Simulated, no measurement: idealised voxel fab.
Process module heading - voxel self aligned vias
For reference, the cross-section in this document is cut, with width 265 nm and square cells of 5 nm.
Cross-section layout: square cells on a grid; listed as bands, top to bottom; a band spans one or more cell rows.
In this notation a band is specified by the heights of its top and bottom, in that order and in nm, after which its materials appear from left to right, each paired with its width in nm. The word "all across" attached to a single material means that material fills the band from edge to edge; the word "blank" stands for empty space.
Ref level 0: as-received wafer is one material below here. Bottom band extends down with no lower bound ("0 -> down").
The expression "30 to 40" gives the width at the extremes of the band, the first number at its top row of cells and the second at its bottom row, with the width changing by equal amounts from each row to the next in between.
Any step labelled "all unchanged" changed none of the cells in the cross-section.
"Closed cavities": empty spaces of 8 cells or more with no open way to the top, each given as width x height at distance, distance from the left edge, all in nm.
Read whatever lies past the settings on a step's line as the simulator's own remark about the step.
For masked steps, "overlay nm" on the step line gives how far right of plan the mask actually lay; a minus sign means it lay to the left.
# The steps planned for the process are as follows
1 RECEIVE, material Si
2 CONFORMAL_DEP, material SiO2, thk nm 15
3 CONFORMAL_DEP, material SiCN, thk nm 5
4 DIRECTIONAL_DEP, material lowk, thk nm 30
5 PATTERN, tone open, mask id LINES, material resist, width nm 20, pitch nm 65, thk nm 20, overlay nm 0
6 DIRECTIONAL_ETCH, etch materials lowk, depth nm 30
7 STRIP, etch materials resist
8 CONFORMAL_DEP, material TiN, thk nm 5
9 FILL_DEP, material W, thk nm 5
10 CMP, height nm 50
11 SELECTIVE_ETCH, etch materials W Ru TiN, depth nm 5
12 FILL_DEP, material SiN, thk nm 10
13 CMP, height nm 50
14 DIRECTIONAL_DEP, material lowk, thk nm 20
15 DIRECTIONAL_DEP, material aC, thk nm 10
16 PATTERN, tone open, mask id VIAS, material resist, width nm 40, pitch nm 65, thk nm 30, overlay nm 0
17 DIRECTIONAL_ETCH, etch materials aC, depth nm 10
18 STRIP, etch materials resist
19 DIRECTIONAL_ETCH, etch materials lowk, depth nm 20
20 DIRECTIONAL_ETCH, etch materials SiN, depth nm 5
21 STRIP, etch materials aC
22 CONFORMAL_DEP, material TiN, thk nm 5
23 FILL_DEP, material W, thk nm 5
24 CMP, height nm 70
25 CONFORMAL_DEP, material SiCN, thk nm 5
# Cross-section: wafer on arrival = after step 1
* 0 -> down  Si all across
* Closed cavities: none
# Same starting wafer, same plan as above, one mistake in the execution; this is the cross-section at the end of the module
* 75 -> 70  SiCN all across
* 70 -> 50  80 lowk, 5 TiN, 30 W, 5 TiN, 25 lowk, 5 TiN, 30 W, 5 TiN, 80 lowk
* 50 -> 45  80 SiN, 40 TiN, 25 SiN, 40 TiN, 80 SiN
* 45 -> 20  SiN all across
* 20 -> 15  SiCN all across
* 15 -> 0  SiO2 all across
* 0 -> down  Si all across
* Closed cavities: none
So what did we get wrong on this run? step 4 was processed under conditions differing from the plan, specifically as DIRECTIONAL_DEP, material SiN, thk nm 30
